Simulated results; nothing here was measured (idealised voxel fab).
voxel ribs on slabs: a process module
cross-section cut | 265 nm wide | cells 5 nm
In this document a cross-section is written as a grid of square cells. It is given as a series of bands, listed from the top down, and a band is one or more rows of cells. It is stipulated that each band's entry specify, in nanometres, the height of the top of the band and then that of its bottom, followed by the materials of the band in left-to-right sequence, each together with its width in nanometres. A single material marked by the word "throughout" is understood to fill the band from edge to edge; the word "blank" is understood to denote empty space. Ref level 0: as-received wafer is one material below here. Bottom band extends down with no lower bound ("0 nm and below"). Width "30..40": first value at the band's top row of cells, second value at its bottom row, equal change from row to row. Key: "changes: none" - step with no changed cell in the cross-section. Enclosed voids (no open way to top), threshold 8 cells or more, entry "Listed closed voids", notation width x height at distance, distance from left edge, nm. Heads up: the bit after the settings on a step's line is the simulator's remark on that step. The setting "overlay nm" may be written on the line of a step. When the step uses a mask, the value reports how far to the right of the planned place the mask lay, and a negative value reports that it lay to the left.

Planned step list for the process:
- 1: RECEIVE [material Si]
- 2: DIRECTIONAL_DEP [material SiO2] [thk nm 30]
- 3: DIRECTIONAL_DEP [material polySi] [thk nm 20]
- 4: DIRECTIONAL_DEP [material aC] [thk nm 10]
- 5: PATTERN [tone cover] [mask id RIB] [material resist] [width nm 25] [thk nm 25] [overlay nm 0]
- 6: DIRECTIONAL_ETCH [etch materials aC] [depth nm 10]
- 7: STRIP [etch materials resist]
- 8: DIRECTIONAL_ETCH [etch materials polySi] [depth nm 10]
- 9: STRIP [etch materials aC]
- 10: MASKED_ETCH [tone cover] [mask id SLAB] [width nm 85] [etch materials polySi] [depth nm 10] [overlay nm 0]
- 11: FILL_DEP [material SiO2] [thk nm 30]
- 12: CMP [height nm 70]
- 13: DIRECTIONAL_DEP [material TiN] [thk nm 5]
- 14: DIRECTIONAL_DEP [material aC] [thk nm 10]
- 15: PATTERN [tone cover] [mask id HEATER] [material resist] [width nm 35] [thk nm 30] [overlay nm 0]
- 16: DIRECTIONAL_ETCH [etch materials aC] [depth nm 10]
- 17: STRIP [etch materials resist]
- 18: DIRECTIONAL_ETCH [etch materials TiN] [depth nm 5]
- 19: STRIP [etch materials aC]
- 20: CONFORMAL_DEP [material SiN] [thk nm 5]

Account of the first of two wafers, which was processed as intended:

Incoming wafer, cross-sectional view, post step 1:
- 0 nm and below | Si throughout
- Listed closed voids: none

Cross-sectional representation of the wafer at the conclusion of step 2:
- 30 nm to 0 nm | SiO2 throughout
- Heights below 0 show no change.

Cross-sectional representation of the wafer at the conclusion of step 3:
- 50 nm to 30 nm | polySi throughout
- Heights below 30 show no change.

Cross-sectional representation of the wafer at the conclusion of step 4:
- 60 nm to 50 nm | aC throughout
- Heights below 50 show no change.

Cross-sectional representation of the wafer at the conclusion of step 5:
- 85 nm to 60 nm | 120 of blank, then 25 of resist, then 120 of blank
- Heights below 60 show no change.

Cross-sectional representation of the wafer at the conclusion of step 6:
- 75 nm to 60 nm | 120 of blank, then 25 of resist, then 120 of blank
- 60 nm to 50 nm | 120 of blank, then 25 of aC, then 120 of blank
- Heights below 50 show no change.

Cross-sectional representation of the wafer at the conclusion of step 7:
- 60 nm to 50 nm | 120 of blank, then 25 of aC, then 120 of blank
- Heights below 50 show no change.

Cross-sectional representation of the wafer at the conclusion of step 8:
- 60 nm to 50 nm | 120 of blank, then 25 of aC, then 120 of blank
- 50 nm to 40 nm | 120 of blank, then 25 of polySi, then 120 of blank
- Heights below 40 show no change.

Cross-sectional representation of the wafer at the conclusion of step 9:
- 50 nm to 40 nm | 120 of blank, then 25 of polySi, then 120 of blank
- Heights below 40 show no change.

Cross-sectional representation of the wafer at the conclusion of step 10:
- 50 nm to 40 nm | 120 of blank, then 25 of polySi, then 120 of blank
- 40 nm to 30 nm | 90 of blank, then 85 of polySi, then 90 of blank
- Heights below 30 show no change.

Cross-sectional representation of the wafer at the conclusion of step 11:
- 80 nm to 50 nm | SiO2 throughout
- 50 nm to 40 nm | 120 of SiO2, then 25 of polySi, then 120 of SiO2
- 40 nm to 30 nm | 90 of SiO2, then 85 of polySi, then 90 of SiO2
- Heights below 30 show no change.

Cross-sectional representation of the wafer at the conclusion of step 12:
- 70 nm to 50 nm | SiO2 throughout
- Heights below 50 show no change.

Cross-sectional representation of the wafer at the conclusion of step 13:
- 75 nm to 70 nm | TiN throughout
- Heights below 70 show no change.

Cross-sectional representation of the wafer at the conclusion of step 14:
- 85 nm to 75 nm | aC throughout
- Heights below 75 show no change.

Cross-sectional representation of the wafer at the conclusion of step 15:
- 115 nm to 85 nm | 115 of blank, then 35 of resist, then 115 of blank
- Heights below 85 show no change.

Cross-sectional representation of the wafer at the conclusion of step 16:
- 105 nm to 85 nm | 115 of blank, then 35 of resist, then 115 of blank
- 85 nm to 75 nm | 115 of blank, then 35 of aC, then 115 of blank
- Heights below 75 show no change.

Cross-sectional representation of the wafer at the conclusion of step 17:
- 85 nm to 75 nm | 115 of blank, then 35 of aC, then 115 of blank
- Heights below 75 show no change.

Cross-sectional representation of the wafer at the conclusion of step 18:
- 85 nm to 75 nm | 115 of blank, then 35 of aC, then 115 of blank
- 75 nm to 70 nm | 115 of blank, then 35 of TiN, then 115 of blank
- Heights below 70 show no change.

Cross-sectional representation of the wafer at the conclusion of step 19:
- 75 nm to 70 nm | 115 of blank, then 35 of TiN, then 115 of blank
- Heights below 70 show no change.

Cross-sectional representation of the wafer at the conclusion of step 20:
- 80 nm to 75 nm | 110 of blank, then 45 of SiN, then 110 of blank
- 75 nm to 70 nm | 115 of SiN, then 35 of TiN, then 115 of SiN
- Heights below 70 show no change.

The Second Wafer: Common Origin and Plan, One Mistake in Execution, Identical to the First Through Step 12:

Second wafer shown in cross-section at the time step 13 was slated to end:
- 75 nm to 70 nm | polySi throughout
- Heights below 70 show no change.

Second wafer shown in cross-section at the time step 14 was slated to end:
- 85 nm to 75 nm | aC throughout
- Heights below 75 show no change.

Second wafer shown in cross-section at the time step 15 was slated to end:
- 115 nm to 85 nm | 115 of blank, then 35 of resist, then 115 of blank
- Heights below 85 show no change.

Second wafer shown in cross-section at the time step 16 was slated to end:
- 105 nm to 85 nm | 115 of blank, then 35 of resist, then 115 of blank
- 85 nm to 75 nm | 115 of blank, then 35 of aC, then 115 of blank
- Heights below 75 show no change.

Second wafer shown in cross-section at the time step 17 was slated to end:
- 85 nm to 75 nm | 115 of blank, then 35 of aC, then 115 of blank
- Heights below 75 show no change.

Second wafer shown in cross-section at the time step 18 was slated to end: changes: none

Second wafer shown in cross-section at the time step 19 was slated to end:
- 75 nm to 70 nm | polySi throughout
- Heights below 70 show no change.

Second wafer shown in cross-section at the time step 20 was slated to end:
- 80 nm to 75 nm | SiN throughout
- Heights below 75 show no change.
Want to know what went wrong? for step 13, the planned setting was not used; the step was instead run as DIRECTIONAL_DEP [material polySi] [thk nm 5]
Per the end-of-run cell counts, the second wafer holds more or fewer of some materials than the first: -2 SiN; -7 TiN; +53 polySi
